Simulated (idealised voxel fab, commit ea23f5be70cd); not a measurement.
Process module in this document: voxel plated lines
Section cut is 265 nm wide and gridded with 5 nm square cells.
Bands, listed from the top down, are how a cross-section gets written in this document; the cross-section itself is a grid of square cells, and a band is one or more rows of them. Band entry format. Leading values: height of top, height of bottom, nm. Remainder: materials in left-to-right order, each with its width in nm. Special words: "edge to edge" on a single material, which then fills the band edge to edge; "air", empty space. Heads up on the height convention: 0 is the point under which the incoming wafer is all one material, and the lowest band has no bottom, it just keeps going down, like "z 0 and below". With a width like "30->40", each row of cells in the band differs from the next by the same amount, the top row carrying the first number and the bottom row the second. "no modification" means the step left every cell of the cross-section as it was. If an empty space has no open way to the top and is at least 8 cells in size, "Enclosed voids" lists it, written width x height at distance, where distance is measured from the left edge and every value is in nm. What comes after the settings on a step's line is commentary from the simulator itself on that step. overlay nm: on a step with a mask, how far right of its planned place the mask lay; negative means left.
The following list gives the planned process steps:
1. RECEIVE, material Si
2. CONFORMAL_DEP, material SiO2, thk nm 15
3. DIRECTIONAL_DEP, material TiN, thk nm 5
4. PATTERN, tone open, mask id LINES, material resist, width nm 20, pitch nm 50, thk nm 20, overlay nm -15
5. EPI, material Ru, thk nm 5
6. STRIP, etch materials resist
7. DIRECTIONAL_ETCH, etch materials TiN, depth nm 5
8. CONFORMAL_DEP, material SiN, thk nm 10
For clarity, it should be stated that the wafers under discussion commence in an identical condition and differ with respect to the overlay nm of step 4, the plan indicating the value that the first wafer had.
Sectional view: first of several wafers, as received, after step 1:
- z 0 and below  Si edge to edge
- Enclosed voids: none
Cross-sectional representation of the first of several wafers at the end of the module, i.e. after its terminal step, step 8:
- z 35 to 25  20 nm air | 40 nm SiN | 10 nm air | 40 nm SiN | 10 nm air | 40 nm SiN | 10 nm air | 40 nm SiN | 55 nm air
- z 25 to 20  30 nm SiN | 20 nm Ru | 30 nm SiN | 20 nm Ru | 30 nm SiN | 20 nm Ru | 30 nm SiN | 20 nm Ru | 65 nm SiN
- z 20 to 15  30 nm SiN | 20 nm TiN | 30 nm SiN | 20 nm TiN | 30 nm SiN | 20 nm TiN | 30 nm SiN | 20 nm TiN | 65 nm SiN
- z 15 to 0  SiO2 edge to edge
- z 0 and below  Si edge to edge
- Enclosed voids: none
Final wafer of several, shown in cross-section at the end of the module:
- z 35 to 25  50 nm air | 40 nm SiN | 10 nm air | 40 nm SiN | 10 nm air | 40 nm SiN | 10 nm air | 40 nm SiN | 25 nm air
- z 25 to 20  60 nm SiN | 20 nm Ru | 30 nm SiN | 20 nm Ru | 30 nm SiN | 20 nm Ru | 30 nm SiN | 20 nm Ru | 35 nm SiN
- z 20 to 15  60 nm SiN | 20 nm TiN | 30 nm SiN | 20 nm TiN | 30 nm SiN | 20 nm TiN | 30 nm SiN | 20 nm TiN | 35 nm SiN
- z 15 to 0  SiO2 edge to edge
- z 0 and below  Si edge to edge
- Enclosed voids: none
Take any row and you have a wafer at the end of the module: how many cells of each material it has gained (+) or lost (-) since it was received, and then its closed voids:
overlay nm -15 | +16 Ru | +138 SiN | +159 SiO2 | +16 TiN | Enclosed voids: none
overlay nm -10 | +16 Ru | +138 SiN | +159 SiO2 | +16 TiN | Enclosed voids: none
overlay nm -5 | +16 Ru | +138 SiN | +159 SiO2 | +16 TiN | Enclosed voids: none
overlay nm 0 | +16 Ru | +138 SiN | +159 SiO2 | +16 TiN | Enclosed voids: none
overlay nm 5 | +16 Ru | +138 SiN | +159 SiO2 | +16 TiN | Enclosed voids: none
overlay nm 10 | +16 Ru | +138 SiN | +159 SiO2 | +16 TiN | Enclosed voids: none
overlay nm 15 | +16 Ru | +138 SiN | +159 SiO2 | +16 TiN | Enclosed voids: none
